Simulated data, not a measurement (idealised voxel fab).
A process module follows: voxel self aligned contacts.
Section cut is 230 nm wide and gridded with 5 nm square cells.
Cross-section spec: square-cell grid; bands listed top down; each band is one or more rows. In this notation a band is specified by the heights of its top and bottom, in that order and in nm, after which its materials appear from left to right, each paired with its width in nm. The word "edge to edge" attached to a single material means that material fills the band from edge to edge; the word "blank" stands for empty space. Ref level 0: as-received wafer is one material below here. Bottom band extends down with no lower bound ("0..down"). With a width like "30->40", each row of cells in the band differs from the next by the same amount, the top row carrying the first number and the bottom row the second. "no change occurred", as given for a step, is the statement that not any cell of the cross-section underwent a change during that step. In the "Closed empty spaces" entry, you get each enclosed empty space of 8 cells or more, one with no open way to the top, written width x height at distance, distance from the left edge, in nm. The remark found on a step's line after its settings is issued by the simulator itself and pertains to that step. "overlay nm" denotes, for a step that has a mask, the displacement of the mask to the right of its planned place, with negative values corresponding to the left.

**Process steps (planned)**
1. op RECEIVE | material Si
2. op CONFORMAL_DEP | material SiO2 | thk nm 5
3. op DIRECTIONAL_DEP | material polySi | thk nm 30
4. op DIRECTIONAL_DEP | material SiN | thk nm 20
5. op PATTERN | tone cover | mask id GATE | material resist | width nm 35 | pitch nm 60 | thk nm 15 | overlay nm 0
6. op DIRECTIONAL_ETCH | etch materials SiN | depth nm 20
7. op DIRECTIONAL_ETCH | etch materials polySi | depth nm 30
8. op STRIP | etch materials resist
9. op CONFORMAL_DEP | material SiN | thk nm 5
10. op DIRECTIONAL_ETCH | etch materials SiN | depth nm 5
11. op FILL_DEP | material SiO2 | thk nm 20
12. op CMP | height nm 65
13. op PATTERN | tone open | mask id CONTACT | material resist | width nm 35 | thk nm 15 | overlay nm 0
14. op DIRECTIONAL_ETCH | etch materials SiO2 | depth nm 65
15. op STRIP | etch materials resist
16. op CONFORMAL_DEP | material TiN | thk nm 5
17. op FILL_DEP | material Ru | thk nm 10
18. op CMP | height nm 65
19. op CONFORMAL_DEP | material SiCN | thk nm 5

**Cross-section of the incoming wafer, state after step 1**
- 0..down  Si edge to edge
- Closed empty spaces: none

**Wafer cross-section at module end: first of two, run to plan**
- 70..65  SiCN edge to edge
- 65..55  SiO2 95 nm  TiN 5->15 nm  Ru 25->5 nm  TiN 5->15 nm  SiO2 100 nm
- 55..35  SiO2 60 nm  SiN 45 nm  TiN 5 nm  Ru 5 nm  TiN 5 nm  SiN 45 nm  SiO2 65 nm
- 35..5  SiO2 60 nm  SiN 5 nm  polySi 35 nm  SiN 5 nm  TiN 5 nm  Ru 5 nm  TiN 5 nm  SiN 5 nm  polySi 35 nm  SiN 5 nm  SiO2 65 nm
- 5..0  SiO2 105 nm  TiN 15 nm  SiO2 110 nm
- 0..down  Si edge to edge
- Closed empty spaces: none

**Here's the second of our two wafers sectioned at module end. Same start as the first, same plan, but one mistake got made running it**
- 70..65  SiCN edge to edge
- 65..55  SiO2 95 nm  TiN 5->15 nm  Ru 25->5 nm  TiN 5->15 nm  SiO2 100 nm
- 55..35  SiO2 60 nm  SiN 45 nm  TiN 5 nm  Ru 5 nm  TiN 5 nm  SiN 45 nm  SiO2 65 nm
- 35..30  SiO2 105 nm  TiN 15 nm  SiO2 110 nm
- 30..0  polySi edge to edge
- 0..down  Si edge to edge
- Closed empty spaces: none
Misprocessing identified: deviation from plan: step 3 and step 2 executed in one another's positions
Materials where the second wafer ends with more or fewer cells than the first: Ru: 6 fewer | SiN: 24 fewer | SiO2: 150 fewer | TiN: 12 fewer | polySi: 192 more
